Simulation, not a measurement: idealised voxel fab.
process module | voxel self aligned vias
cross-section cut | 255 nm wide | cells 5 nm
A cross-section is a grid of square cells, given in bands from the top down. A band is one or more rows of cells.
Each band's line starts with the height of the band's top and of its bottom, in nm. Then come its materials from left to right, each with its width in nm. One material with "throughout" fills the band from edge to edge. "air" is empty space.
Height 0 is the level under which the wafer as received is all one material. The lowest band goes on downwards, as in "0 down".
A width such as "30 to 40" changes by the same amount from each row of cells to the next, from the band's top row to its bottom row.
"no change" after a step means that no cell of the cross-section changed.
closed voids: empty space of 8 cells or more with no open way to the top, each as width x height at its distance from the left edge, in nm
after a step's settings: what the simulator itself notes on the step
overlay nm, on a step with a mask: how far to the right of its planned place the mask lay; to the left if negative
plan
1 op RECEIVE | material Si
2 op CONFORMAL_DEP | material SiO2 | thk nm 10
3 op CONFORMAL_DEP | material SiCN | thk nm 5
4 op DIRECTIONAL_DEP | material lowk | thk nm 25
5 op DIRECTIONAL_DEP | material aC | thk nm 10
6 op PATTERN | tone open | mask id LINES | material resist | width nm 25 | pitch nm 65 | thk nm 25 | overlay nm 0
7 op DIRECTIONAL_ETCH | etch materials aC | depth nm 10
8 op STRIP | etch materials resist
9 op DIRECTIONAL_ETCH | etch materials lowk | depth nm 25
10 op STRIP | etch materials aC
11 op CONFORMAL_DEP | material TiN | thk nm 5
12 op FILL_DEP | material W | thk nm 10
13 op CMP | height nm 40
14 op SELECTIVE_ETCH | etch materials W Ru TiN | depth nm 5
15 op FILL_DEP | material SiN | thk nm 5
16 op CMP | height nm 40
17 op DIRECTIONAL_DEP | material lowk | thk nm 15
18 op MASKED_ETCH | tone open | mask id VIAS | width nm 45 | pitch nm 130 | etch materials lowk | depth nm 15 | overlay nm 0
19 op MASKED_ETCH | tone open | mask id VIAS | width nm 45 | pitch nm 130 | etch materials SiN | depth nm 5 | overlay nm 0
20 op CONFORMAL_DEP | material TiN | thk nm 5
21 op FILL_DEP | material Ru | thk nm 5
22 op CMP | height nm 55
23 op CONFORMAL_DEP | material SiN | thk nm 5
as received, after step 1
  0 down: Si throughout
  closed voids: none
first wafer at the end, as planned
  60 to 55: SiN throughout
  55 to 45: lowk 40 | TiN 5 | Ru 35 | TiN 5 | lowk 85 | TiN 5 | Ru 35 | TiN 5 | lowk 40
  45 to 40: lowk 40 | TiN 15 | Ru 15 | TiN 15 | lowk 85 | TiN 15 | Ru 15 | TiN 15 | lowk 40
  40 to 35: lowk 50 | TiN 25 | lowk 40 | SiN 25 | lowk 40 | TiN 25 | lowk 50
  35 to 20: lowk 50 | TiN 5 | W 15 | TiN 5 | lowk 40 | TiN 5 | W 15 | TiN 5 | lowk 40 | TiN 5 | W 15 | TiN 5 | lowk 50
  20 to 15: lowk 50 | TiN 25 | lowk 40 | TiN 25 | lowk 40 | TiN 25 | lowk 50
  15 to 10: SiCN throughout
  10 to 0: SiO2 throughout
  0 down: Si throughout
  closed voids: none
second wafer at the end: like start, like plan, one mistake
  60 to 55: SiN throughout
  55 to 45: lowk 40 | TiN 5 | Ru 35 | TiN 5 | lowk 85 | TiN 5 | Ru 35 | TiN 5 | lowk 40
  45 to 40: lowk 40 | TiN 15 | Ru 15 | TiN 15 | lowk 85 | TiN 15 | Ru 15 | TiN 15 | lowk 40
  40 to 35: lowk 50 | TiN 25 | lowk 40 | SiN 25 | lowk 40 | TiN 25 | lowk 50
  35 to 25: lowk 50 | TiN 5 | W 15 | TiN 5 | lowk 40 | TiN 5 | W 15 | TiN 5 | lowk 40 | TiN 5 | W 15 | TiN 5 | lowk 50
  25 to 20: lowk 50 | TiN 25 | lowk 40 | TiN 25 | lowk 40 | TiN 25 | lowk 50
  20 to 15: SiCN throughout
  15 to 0: SiO2 throughout
  0 down: Si throughout
  closed voids: none
what went wrong: step 2 ran as: op CONFORMAL_DEP | material SiO2 | thk nm 15
at the end the second wafer has, in cells: 51 more of SiO2 | 6 fewer of TiN | 9 fewer of W | 36 fewer of lowk
